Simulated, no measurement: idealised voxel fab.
Process module name: voxel transistor to metal
Section shown: cut. Width: 190 nm. Cell size: 5 nm, square.
Each cross-section below is a grid of square cells, stated as bands in top-down order, with one or more rows of cells making up each band. Basically the band line says how high the top is and how high the bottom is, in nm, and then what's in it from left to right, every material with its width in nm. Empty space shows up as "air", and if a single material carries "everywhere" it runs the full band edge to edge. We count height from 0. Below that, the starting wafer is all one material. The lowest band never ends at the bottom but goes on down; see "top 0, no bottom" for how that is written. Width "30 to 40": first value at the band's top row of cells, second value at its bottom row, equal change from row to row. Any step labelled "no alteration" changed none of the cells in the cross-section. The list in "Sealed internal voids" covers empty spaces of 8 cells or more that cannot reach the top through any open way, and it gives each as width x height at distance; the distance is from the left edge, and width, height and distance are in nm. Heads up: the bit after the settings on a step's line is the simulator's remark on that step. overlay nm: step with mask; distance mask lay right of planned place; negative value = left of planned place.
The process steps that were planned are listed below
step 1: RECEIVE | material Si
step 2: OXIDIZE | depth nm 5
step 3: CONFORMAL_DEP | material SiN | thk nm 15
step 4: MASKED_ETCH | tone cover | mask id ACTIVE | width nm 100 | etch materials SiN | depth nm 15 | overlay nm 0
step 5: MASKED_ETCH | tone cover | mask id ACTIVE | width nm 100 | etch materials SiO2 | depth nm 5 | overlay nm 0
step 6: MASKED_ETCH | tone cover | mask id ACTIVE | width nm 100 | etch materials Si | depth nm 30 | overlay nm 0
step 7: FILL_DEP | material SiO2 | thk nm 15
step 8: CMP | height nm 15
step 9: SELECTIVE_ETCH | etch materials SiO2 | depth nm 5
step 10: STRIP | etch materials SiN
step 11: SELECTIVE_ETCH | etch materials SiO2 | depth nm 5
step 12: OXIDIZE | depth nm 5
step 13: DIRECTIONAL_DEP | material polySi | thk nm 25
step 14: DIRECTIONAL_DEP | material SiCN | thk nm 15
step 15: MASKED_ETCH | tone cover | mask id GATE | width nm 20 | etch materials SiCN | depth nm 25 | overlay nm 0
step 16: MASKED_ETCH | tone cover | mask id GATE | width nm 20 | etch materials polySi | depth nm 35 | overlay nm 0
step 17: CONFORMAL_DEP | material SiN | thk nm 10
step 18: DIRECTIONAL_ETCH | etch materials SiN | depth nm 10
step 19: DIRECTIONAL_ETCH | etch materials SiO2 | depth nm 5
step 20: DIRECTIONAL_ETCH | etch materials Si | depth nm 5
step 21: EPI | material nSi | thk nm 5
step 22: FILL_DEP | material SiO2 | thk nm 5
step 23: CMP | height nm 35
step 24: DIRECTIONAL_DEP | material SiO2 | thk nm 15
step 25: MASKED_ETCH | tone open | mask id CONTACT | width nm 20 | pitch nm 70 | etch materials SiO2 | depth nm 60 | overlay nm 0
step 26: CONFORMAL_DEP | material TiN | thk nm 5
step 27: FILL_DEP | material Ru | thk nm 10
step 28: CMP | height nm 50
step 29: DIRECTIONAL_DEP | material TiN | thk nm 5
step 30: DIRECTIONAL_DEP | material Ru | thk nm 15
step 31: PATTERN | tone cover | mask id METAL_1 | material resist | width nm 20 | pitch nm 70 | thk nm 20 | overlay nm 0
step 32: DIRECTIONAL_ETCH | etch materials Ru | depth nm 15
step 33: DIRECTIONAL_ETCH | etch materials TiN | depth nm 5
step 34: STRIP | etch materials resist
step 35: CONFORMAL_DEP | material SiN | thk nm 5
step 36: FILL_DEP | material SiO2 | thk nm 5
step 37: CMP | height nm 70
step 38: CONFORMAL_DEP | material SiCN | thk nm 5
This is the cross-section of the wafer as we received it, i.e. after step 1
top 0, no bottom: Si everywhere
Sealed internal voids: none
Cross-sectional result after module completion. Note: starting condition and plan are unchanged from above; one processing mistake was made
top 75, bottom 70: SiCN everywhere
top 70, bottom 55: SiO2 45, SiN 5, Ru 20, SiN 5, SiO2 40, SiN 5, Ru 20, SiN 5, SiO2 45
top 55, bottom 50: SiN 50, TiN 20, SiN 50, TiN 20, SiN 50
top 50, bottom 40: SiO2 50, TiN 5, Ru 10, TiN 5, SiO2 50, TiN 5, Ru 10, TiN 5, SiO2 50
top 40, bottom 35: SiO2 50, TiN 20, SiO2 50, TiN 20, SiO2 50
top 35, bottom 30: SiCN 85, SiN 20, SiCN 85
top 30, bottom 20: polySi 40, SiCN 45, SiN 20, SiCN 45, polySi 40
top 20, bottom 5: polySi everywhere
top 5, bottom -5: SiO2 40, polySi 110, SiO2 40
top -5, bottom -10: SiO2 everywhere
top -10, bottom -35: SiO2 45, Si 100, SiO2 45
top -35, no bottom: Si everywhere
Sealed internal voids: none
Want to know what went wrong? step 15 was not run as planned; what actually ran was MASKED_ETCH | tone open | mask id GATE | width nm 20 | etch materials SiCN | depth nm 25 | overlay nm 0
